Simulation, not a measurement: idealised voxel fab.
process module | voxel quadruple lines
cross-section cut | 270 nm wide | cells 5 nm
A cross-section is a grid of square cells, given in bands from the top down. A band is one or more rows of cells.
Each band's line starts with the height of the band's top and of its bottom, in nm. Then come its materials from left to right, each with its width in nm. One material with "throughout" fills the band from edge to edge. "air" is empty space.
Height 0 is the level under which the wafer as received is all one material. The lowest band goes on downwards, as in "0 down".
A width such as "30 to 40" changes by the same amount from each row of cells to the next, from the band's top row to its bottom row.
"no change" after a step means that no cell of the cross-section changed.
closed voids: empty space of 8 cells or more with no open way to the top, each as width x height at its distance from the left edge, in nm
after a step's settings: what the simulator itself notes on the step
overlay nm, on a step with a mask: how far to the right of its planned place the mask lay; to the left if negative
plan
1 op RECEIVE | material Si
2 op CONFORMAL_DEP | material SiO2 | thk nm 10
3 op DIRECTIONAL_DEP | material TiN | thk nm 10
4 op DIRECTIONAL_DEP | material polySi | thk nm 15
5 op DIRECTIONAL_DEP | material aC | thk nm 20
6 op PATTERN | tone cover | mask id MANDREL | material resist | width nm 35 | thk nm 30 | overlay nm 0
7 op DIRECTIONAL_ETCH | etch materials aC | depth nm 20
8 op STRIP | etch materials resist
9 op CONFORMAL_DEP | material SiO2 | thk nm 15
10 op DIRECTIONAL_ETCH | etch materials SiO2 | depth nm 15
11 op STRIP | etch materials aC
12 op DIRECTIONAL_ETCH | etch materials polySi | depth nm 15
13 op STRIP | etch materials SiO2
14 op CONFORMAL_DEP | material SiN | thk nm 10
15 op DIRECTIONAL_ETCH | etch materials SiN | depth nm 10
16 op STRIP | etch materials polySi
17 op DIRECTIONAL_ETCH | etch materials TiN | depth nm 10
18 op STRIP | etch materials SiN
19 op FILL_DEP | material SiO2 | thk nm 5
20 op CMP | height nm 20
as received, after step 1
  0 down: Si throughout
  closed voids: none
first wafer at the end, as planned
  20 to 10: SiO2 90 | TiN 10 | SiO2 15 | TiN 10 | SiO2 15 | TiN 10 | SiO2 15 | TiN 10 | SiO2 95
  10 to 0: SiO2 throughout
  0 down: Si throughout
  closed voids: none
second wafer at the end: like start, like plan, one mistake
  10 to 0: SiO2 throughout
  0 down: Si throughout
  closed voids: none
what went wrong: step 20 ran as: op CMP | height nm 10
at the end the second wafer has, in cells: 92 fewer of SiO2 | 16 fewer of TiN
